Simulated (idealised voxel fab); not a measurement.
A process module follows: voxel released beams.
Section cut is 290 nm wide and gridded with 5 nm square cells.
Cross-section = grid of square cells, listed top down in bands; band = one or more rows.
Top, bottom (nm), then materials left to right with widths (nm); lone material tagged "edge to edge" fills the whole band edge to edge; "empty" = empty space.
Height reference: 0 = level under which incoming wafer is all one material. Lowest band: no bottom, runs on downward, e.g. "0 and below".
The width entry "30..40" should be interpreted row by row: the top row of cells in the band takes the first number, the bottom row takes the second number, and the change between adjacent rows is uniform throughout.
No cell of the cross-section changed in a step that is given as "no modification".
If an empty space has no open way to the top and is at least 8 cells in size, "Enclosed voids" lists it, written width x height at distance, where distance is measured from the left edge and every value is in nm.
Where a step's line continues beyond its settings, the continuation is a remark by the simulator itself on that step.
Each step line may optionally specify "overlay nm", which for a step with a mask gives the rightward distance between the mask's planned place and where it lay, a negative value indicating the leftward direction.

[Planned process steps]
1: RECEIVE (material Si)
2: CONFORMAL_DEP (material SiN; thk nm 10)
3: DIRECTIONAL_DEP (material SiO2; thk nm 10)
4: PATTERN (tone open; mask id ANCHOR; material resist; width nm 45; thk nm 15; overlay nm 0)
5: DIRECTIONAL_ETCH (etch materials SiO2; depth nm 10)
6: STRIP (etch materials resist)
7: CONFORMAL_DEP (material polySi; thk nm 15)
8: MASKED_ETCH (tone cover; mask id BEAM; width nm 105; etch materials polySi; depth nm 15; overlay nm 0)
9: STRIP (etch materials SiO2)

[Below: the first of two wafers, run as planned]

[Cross-section of the incoming wafer, state after step 1]
- 0 and below = Si edge to edge
- Enclosed voids: none

[You're looking at a cross-section of the wafer after step 2]
- 10 down to 0 = SiN edge to edge
- Below a height of 0, the structure has not been altered.

[You're looking at a cross-section of the wafer after step 3]
- 20 down to 10 = SiO2 edge to edge
- Below a height of 10, the structure has not been altered.

[You're looking at a cross-section of the wafer after step 4]
- 35 down to 20 = resist 95 nm  empty 45 nm  resist 150 nm
- Below a height of 20, the structure has not been altered.

[You're looking at a cross-section of the wafer after step 5]
- 35 down to 20 = resist 95 nm  empty 45 nm  resist 150 nm
- 20 down to 10 = SiO2 95 nm  empty 45 nm  SiO2 150 nm
- Below a height of 10, the structure has not been altered.

[You're looking at a cross-section of the wafer after step 6]
- 20 down to 10 = SiO2 95 nm  empty 45 nm  SiO2 150 nm
- Below a height of 10, the structure has not been altered.

[You're looking at a cross-section of the wafer after step 7]
- 35 down to 25 = polySi 110 nm  empty 15 nm  polySi 165 nm
- 25 down to 20 = polySi edge to edge
- 20 down to 10 = SiO2 95 nm  polySi 45 nm  SiO2 150 nm
- Below a height of 10, the structure has not been altered.

[You're looking at a cross-section of the wafer after step 8]
- 35 down to 25 = empty 90 nm  polySi 20 nm  empty 15 nm  polySi 70 nm  empty 95 nm
- 25 down to 20 = empty 90 nm  polySi 105 nm  empty 95 nm
- Below a height of 20, the structure has not been altered.

[You're looking at a cross-section of the wafer after step 9]
- 35 down to 25 = empty 90 nm  polySi 20 nm  empty 15 nm  polySi 70 nm  empty 95 nm
- 25 down to 20 = empty 90 nm  polySi 105 nm  empty 95 nm
- 20 down to 10 = empty 95 nm  polySi 45 nm  empty 150 nm
- Below a height of 10, the structure has not been altered.

[second wafer: like start, like plan, one mistake. Through step 3 it matches the first wafer]

[At the planned end of step 4, the second wafer in cross-section]
- 35 down to 20 = empty 95 nm  resist 45 nm  empty 150 nm
- Below a height of 20, the structure has not been altered.

[At the planned end of step 5, the second wafer in cross-section]
- 35 down to 20 = empty 95 nm  resist 45 nm  empty 150 nm
- 20 down to 10 = empty 95 nm  SiO2 45 nm  empty 150 nm
- Below a height of 10, the structure has not been altered.

[At the planned end of step 6, the second wafer in cross-section]
- 20 down to 10 = empty 95 nm  SiO2 45 nm  empty 150 nm
- Below a height of 10, the structure has not been altered.

[At the planned end of step 7, the second wafer in cross-section]
- 35 down to 25 = empty 80 nm  polySi 75 nm  empty 135 nm
- 25 down to 20 = polySi edge to edge
- 20 down to 10 = polySi 95 nm  SiO2 45 nm  polySi 150 nm
- Below a height of 10, the structure has not been altered.

[At the planned end of step 8, the second wafer in cross-section]
- 35 down to 25 = empty 90 nm  polySi 65 nm  empty 135 nm
- 25 down to 20 = empty 90 nm  polySi 105 nm  empty 95 nm
- 20 down to 10 = empty 80 nm  polySi 15 nm  SiO2 45 nm  polySi 55 nm  empty 95 nm
- Below a height of 10, the structure has not been altered.

At the planned end of step 9, the second wafer in cross-section: no modification
It is concluded that the wafer was processed incorrectly with respect to the plan, in that step 4, actual vs plan mismatch, actual run PATTERN (tone cover; mask id ANCHOR; material resist; width nm 45; thk nm 15; overlay nm 0)
Final cells, second wafer relative to first, materials higher or lower: +18 SiO2
